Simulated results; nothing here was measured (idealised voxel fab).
process module | voxel gate over fins
cross-section cut | 230 nm wide | cells 5 nm
A cross-section is a grid of square cells, given in bands from the top down. A band is one or more rows of cells.
Each band's line starts with the height of the band's top and of its bottom, in nm. Then come its materials from left to right, each with its width in nm. One material with "throughout" fills the band from edge to edge. "air" is empty space.
Height 0 is the level under which the wafer as received is all one material. The lowest band goes on downwards, as in "0 down".
A width such as "30 to 40" changes by the same amount from each row of cells to the next, from the band's top row to its bottom row.
"no change" after a step means that no cell of the cross-section changed.
closed voids: empty space of 8 cells or more with no open way to the top, each as width x height at its distance from the left edge, in nm
after a step's settings: what the simulator itself notes on the step
overlay nm, on a step with a mask: how far to the right of its planned place the mask lay; to the left if negative
plan
1 op RECEIVE | material Si
2 op CONFORMAL_DEP | material SiN | thk nm 5
3 op PATTERN | tone cover | mask id FINS | material resist | width nm 15 | pitch nm 60 | thk nm 20 | overlay nm 0
4 op DIRECTIONAL_ETCH | etch materials SiN | depth nm 5
5 op DIRECTIONAL_ETCH | etch materials Si | depth nm 35
6 op STRIP | etch materials resist
7 op OXIDIZE | depth nm 5
8 op FILL_DEP | material SiO2 | thk nm 15
9 op CMP | height nm 5
10 op PATTERN | tone open | mask id RAIL | material resist | width nm 15 | thk nm 20 | overlay nm 0
11 op DIRECTIONAL_ETCH | etch materials SiO2 | depth nm 35
12 op STRIP | etch materials resist
13 op CONFORMAL_DEP | material TiN | thk nm 5
14 op FILL_DEP | material Ru | thk nm 10
15 op CMP | height nm 5
16 op SELECTIVE_ETCH | etch materials W Ru TiN | depth nm 30
17 op FILL_DEP | material SiO2 | thk nm 5
18 op CMP | height nm 5
19 op SELECTIVE_ETCH | etch materials SiO2 | depth nm 20
20 op STRIP | etch materials SiN
21 op CONFORMAL_DEP | material HfO2 | thk nm 5
22 op CONFORMAL_DEP | material TiN | thk nm 5
23 op CONFORMAL_DEP | material TiAl | thk nm 5
24 op CONFORMAL_DEP | material TiN | thk nm 5
25 op FILL_DEP | material W | thk nm 15
26 op CMP | height nm 30
27 op CONFORMAL_DEP | material SiN | thk nm 10
as received, after step 1
  0 down: Si throughout
  closed voids: none
first wafer at the end, as planned
  40 to 30: SiN throughout
  30 to 20: W throughout
  20 to 15: W 60 | TiN 45 | W 15 | TiN 45 | W 65
  15 to 10: W 60 | TiN 5 | TiAl 35 | TiN 5 | W 15 | TiN 5 | TiAl 35 | TiN 5 | W 65
  10 to 5: W 60 | TiN 5 | TiAl 5 | TiN 25 | TiAl 5 | TiN 5 | W 15 | TiN 5 | TiAl 5 | TiN 25 | TiAl 5 | TiN 5 | W 65
  5 to 0: TiN 65 | TiAl 5 | TiN 5 | HfO2 15 | TiN 5 | TiAl 5 | TiN 25 | TiAl 5 | TiN 5 | HfO2 15 | TiN 5 | TiAl 5 | TiN 70
  0 to -5: TiAl 70 | TiN 5 | HfO2 5 | Si 5 | HfO2 5 | TiN 5 | TiAl 35 | TiN 5 | HfO2 5 | Si 5 | HfO2 5 | TiN 5 | TiAl 75
  -5 to -10: TiN 75 | HfO2 5 | Si 5 | HfO2 5 | TiN 45 | HfO2 5 | Si 5 | HfO2 5 | TiN 80
  -10 to -15: HfO2 80 | Si 5 | HfO2 55 | Si 5 | HfO2 85
  -15 to -25: SiO2 80 | Si 5 | SiO2 55 | Si 5 | SiO2 85
  -25 to -30: SiO2 80 | Si 5 | SiO2 20 | TiN 15 | SiO2 20 | Si 5 | SiO2 85
  -30 to -40: SiO2 80 | Si 5 | SiO2 55 | Si 5 | SiO2 85
  -40 down: Si throughout
  closed voids: none
second wafer at the end: like start, like plan, one mistake
  40 to 30: SiN throughout
  30 to 20: W throughout
  20 to 15: W 60 | TiN 45 | W 15 | TiN 45 | W 65
  15 to 10: W 60 | TiN 5 | TiAl 35 | TiN 5 | W 15 | TiN 5 | TiAl 35 | TiN 5 | W 65
  10 to 5: W 60 | TiN 5 | TiAl 5 | TiN 25 | TiAl 5 | TiN 5 | W 15 | TiN 5 | TiAl 5 | TiN 25 | TiAl 5 | TiN 5 | W 65
  5 to 0: TiN 65 | TiAl 5 | TiN 5 | HfO2 15 | TiN 5 | TiAl 5 | TiN 25 | TiAl 5 | TiN 5 | HfO2 15 | TiN 5 | TiAl 5 | TiN 70
  0 to -5: TiAl 70 | TiN 5 | HfO2 5 | Si 5 | HfO2 5 | TiN 5 | TiAl 35 | TiN 5 | HfO2 5 | Si 5 | HfO2 5 | TiN 5 | TiAl 75
  -5 to -10: TiN 75 | HfO2 5 | Si 5 | HfO2 5 | TiN 45 | HfO2 5 | Si 5 | HfO2 5 | TiN 80
  -10 to -15: HfO2 80 | Si 5 | HfO2 55 | Si 5 | HfO2 85
  -15 to -25: SiO2 80 | Si 5 | SiO2 55 | Si 5 | SiO2 85
  -25 to -30: TiN 75 | SiO2 5 | Si 5 | SiO2 5 | TiN 15 | SiO2 15 | TiN 15 | SiO2 5 | Si 5 | SiO2 5 | TiN 80
  -30 to -40: SiO2 80 | Si 5 | SiO2 55 | Si 5 | SiO2 85
  -40 down: Si throughout
  closed voids: none
what went wrong: step 10 ran as: op PATTERN | tone cover | mask id RAIL | material resist | width nm 15 | thk nm 20 | overlay nm 0
at the end the second wafer has, in cells: 34 fewer of SiO2 | 34 more of TiN
